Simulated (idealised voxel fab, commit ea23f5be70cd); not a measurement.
Process module, titled voxel wiring stack
Square cell edge 5 nm, section width 210 nm, ID cut.
The cross-sections in this document take the form of a grid made of square cells. They are written out as bands, in order from top to bottom. Each band consists of one or more rows of cells. Band entry format. Leading values: height of top, height of bottom, nm. Remainder: materials in left-to-right order, each with its width in nm. Special words: "edge to edge" on a single material, which then fills the band edge to edge; "air", empty space. Counting heights begins at 0, where everything beneath is, in the wafer as received, one material. The lowest band has no bottom; it goes on downwards, as "0 down" shows. Top row gets the first number, bottom row gets the second, and each row in between changes by the same step: that is how a band width like "30->40" works. The designation "same as before", where it is given for a processing step, indicates that no cell of the cross-section was altered in the course of that step. Look at "closed voids" for the closed voids: empty spaces with no open path to the top, sized 8 cells or up. Each is width x height at distance, distance from the left edge, all nm. Where a step's line continues beyond its settings, the continuation is a remark by the simulator itself on that step. "overlay nm" answers the question of how far to the right of plan the mask lay on a step that has a mask, and when it is negative the answer is to the left.
# Set out below are the planned steps of the process
1. op RECEIVE | material Si
2. op CONFORMAL_DEP | material SiO2 | thk nm 10
3. op DIRECTIONAL_DEP | material TiN | thk nm 5
4. op DIRECTIONAL_DEP | material W | thk nm 25
5. op DIRECTIONAL_DEP | material aC | thk nm 15
6. op PATTERN | tone cover | mask id METAL_1 | material resist | width nm 20 | pitch nm 45 | thk nm 35 | overlay nm 0
7. op DIRECTIONAL_ETCH | etch materials aC | depth nm 15
8. op STRIP | etch materials resist
9. op DIRECTIONAL_ETCH | etch materials W | depth nm 25
10. op DIRECTIONAL_ETCH | etch materials TiN | depth nm 5
11. op STRIP | etch materials aC
12. op CONFORMAL_DEP | material SiN | thk nm 5
13. op FILL_DEP | material lowk | thk nm 5
14. op CMP | height nm 40
15. op CONFORMAL_DEP | material SiCN | thk nm 5
16. op DIRECTIONAL_DEP | material lowk | thk nm 15
17. op MASKED_ETCH | tone open | mask id PLUG_1 | width nm 15 | pitch nm 45 | etch materials lowk | depth nm 15 | overlay nm 0
18. op MASKED_ETCH | tone open | mask id PLUG_1 | width nm 15 | pitch nm 45 | etch materials SiCN | depth nm 5 | overlay nm 0
19. op CONFORMAL_DEP | material TiN | thk nm 5
20. op FILL_DEP | material Ru | thk nm 5
21. op CMP | height nm 60
22. op DIRECTIONAL_DEP | material TiN | thk nm 5
23. op DIRECTIONAL_DEP | material W | thk nm 20
24. op PATTERN | tone cover | mask id METAL_2 | material resist | width nm 20 | pitch nm 45 | thk nm 15 | overlay nm 0
25. op DIRECTIONAL_ETCH | etch materials W | depth nm 20
26. op DIRECTIONAL_ETCH | etch materials TiN | depth nm 5
27. op STRIP | etch materials resist
28. op CONFORMAL_DEP | material SiN | thk nm 5
29. op FILL_DEP | material SiO2 | thk nm 5
30. op CMP | height nm 85
31. op CONFORMAL_DEP | material SiN | thk nm 5
# Here's what the wafer looked like in cross-section when it arrived - that's after step 1
> 0 down: Si edge to edge
> closed voids: none
# End-of-module cross-section of the first of two wafers, processed as planned
> 90 to 85: SiN edge to edge
> 85 to 65: 20 of SiO2, 5 of SiN, 20 of W, 5 of SiN, 15 of SiO2, 5 of SiN, 20 of W, 5 of SiN, 15 of SiO2, 5 of SiN, 20 of W, 5 of SiN, 15 of SiO2, 5 of SiN, 20 of W, 5 of SiN, 25 of SiO2
> 65 to 60: 25 of SiN, 20 of TiN, 25 of SiN, 20 of TiN, 25 of SiN, 20 of TiN, 25 of SiN, 20 of TiN, 30 of SiN
> 60 to 45: 25 of lowk, 5 of TiN, 5 of Ru, 5 of TiN, 30 of lowk, 5 of TiN, 5 of Ru, 5 of TiN, 30 of lowk, 5 of TiN, 5 of Ru, 5 of TiN, 30 of lowk, 5 of TiN, 5 of Ru, 5 of TiN, 35 of lowk
> 45 to 40: 25 of SiCN, 15 of TiN, 30 of SiCN, 15 of TiN, 30 of SiCN, 15 of TiN, 30 of SiCN, 15 of TiN, 35 of SiCN
> 40 to 15: 20 of lowk, 5 of SiN, 20 of W, 5 of SiN, 15 of lowk, 5 of SiN, 20 of W, 5 of SiN, 15 of lowk, 5 of SiN, 20 of W, 5 of SiN, 15 of lowk, 5 of SiN, 20 of W, 5 of SiN, 25 of lowk
> 15 to 10: 25 of SiN, 20 of TiN, 25 of SiN, 20 of TiN, 25 of SiN, 20 of TiN, 25 of SiN, 20 of TiN, 30 of SiN
> 10 to 0: SiO2 edge to edge
> 0 down: Si edge to edge
> closed voids: none
# Here's the second of our two wafers sectioned at module end. Same start as the first, same plan, but one mistake got made running it
> 90 to 85: SiN edge to edge
> 85 to 65: 20 of SiO2, 5 of SiN, 25 of W, 5 of SiN, 10 of SiO2, 5 of SiN, 25 of W, 5 of SiN, 10 of SiO2, 5 of SiN, 25 of W, 5 of SiN, 10 of SiO2, 5 of SiN, 25 of W, 5 of SiN, 20 of SiO2
> 65 to 60: 25 of SiN, 25 of TiN, 20 of SiN, 25 of TiN, 20 of SiN, 25 of TiN, 20 of SiN, 25 of TiN, 25 of SiN
> 60 to 45: 25 of lowk, 5 of TiN, 5 of Ru, 5 of TiN, 30 of lowk, 5 of TiN, 5 of Ru, 5 of TiN, 30 of lowk, 5 of TiN, 5 of Ru, 5 of TiN, 30 of lowk, 5 of TiN, 5 of Ru, 5 of TiN, 35 of lowk
> 45 to 40: 25 of SiCN, 15 of TiN, 30 of SiCN, 15 of TiN, 30 of SiCN, 15 of TiN, 30 of SiCN, 15 of TiN, 35 of SiCN
> 40 to 15: 20 of lowk, 5 of SiN, 20 of W, 5 of SiN, 15 of lowk, 5 of SiN, 20 of W, 5 of SiN, 15 of lowk, 5 of SiN, 20 of W, 5 of SiN, 15 of lowk, 5 of SiN, 20 of W, 5 of SiN, 25 of lowk
> 15 to 10: 25 of SiN, 20 of TiN, 25 of SiN, 20 of TiN, 25 of SiN, 20 of TiN, 25 of SiN, 20 of TiN, 30 of SiN
> 10 to 0: SiO2 edge to edge
> 0 down: Si edge to edge
> closed voids: none
Which mistake was made when the wafer was run? planned and actual differ for step 24; actual: op PATTERN | tone cover | mask id METAL_2 | material resist | width nm 25 | pitch nm 45 | thk nm 15 | overlay nm 0
Looking at both finished wafers in cells, the second ends up ahead of or behind the first on some materials: 4 fewer of SiN; 16 fewer of SiO2; 4 more of TiN; 16 more of W
